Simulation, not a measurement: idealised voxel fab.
process module | voxel ribs on slabs
cross-section cut | 225 nm wide | cells 5 nm
A cross-section is a grid of square cells, given in bands from the top down. A band is one or more rows of cells.
Each band's line starts with the height of the band's top and of its bottom, in nm. Then come its materials from left to right, each with its width in nm. One material with "throughout" fills the band from edge to edge. "air" is empty space.
Height 0 is the level under which the wafer as received is all one material. The lowest band goes on downwards, as in "0 down".
A width such as "30 to 40" changes by the same amount from each row of cells to the next, from the band's top row to its bottom row.
"no change" after a step means that no cell of the cross-section changed.
closed voids: empty space of 8 cells or more with no open way to the top, each as width x height at its distance from the left edge, in nm
after a step's settings: what the simulator itself notes on the step
overlay nm, on a step with a mask: how far to the right of its planned place the mask lay; to the left if negative
plan
1 op RECEIVE | material Si
2 op DIRECTIONAL_DEP | material SiO2 | thk nm 25
3 op DIRECTIONAL_DEP | material polySi | thk nm 20
4 op PATTERN | tone cover | mask id RIB | material resist | width nm 15 | thk nm 20 | overlay nm 0
5 op DIRECTIONAL_ETCH | etch materials polySi | depth nm 15
6 op STRIP | etch materials resist
7 op MASKED_ETCH | tone cover | mask id SLAB | width nm 65 | etch materials polySi | depth nm 5 | overlay nm 0
8 op FILL_DEP | material SiO2 | thk nm 20
9 op CMP | height nm 55
10 op DIRECTIONAL_DEP | material W | thk nm 10
11 op PATTERN | tone cover | mask id HEATER | material resist | width nm 25 | thk nm 15 | overlay nm 0
12 op DIRECTIONAL_ETCH | etch materials W | depth nm 10
13 op STRIP | etch materials resist
14 op CONFORMAL_DEP | material SiN | thk nm 10
as received, after step 1
  0 down: Si throughout
  closed voids: none
first wafer at the end, as planned
  75 to 65: air 90 | SiN 45 | air 90
  65 to 55: SiN 100 | W 25 | SiN 100
  55 to 45: SiO2 throughout
  45 to 30: SiO2 105 | polySi 15 | SiO2 105
  30 to 25: SiO2 80 | polySi 65 | SiO2 80
  25 to 0: SiO2 throughout
  0 down: Si throughout
  closed voids: none
second wafer at the end: like start, like plan, one mistake
  75 to 65: air 90 | SiN 45 | air 90
  65 to 55: SiN 100 | W 25 | SiN 100
  55 to 45: SiO2 throughout
  45 to 30: SiO2 105 | polySi 15 | SiO2 105
  30 to 25: SiO2 90 | polySi 65 | SiO2 70
  25 to 0: SiO2 throughout
  0 down: Si throughout
  closed voids: none
what went wrong: step 7 ran as: op MASKED_ETCH | tone cover | mask id SLAB | width nm 65 | etch materials polySi | depth nm 5 | overlay nm 10
at the end the second wafer has, in cells: as many of each material as the first, in other places
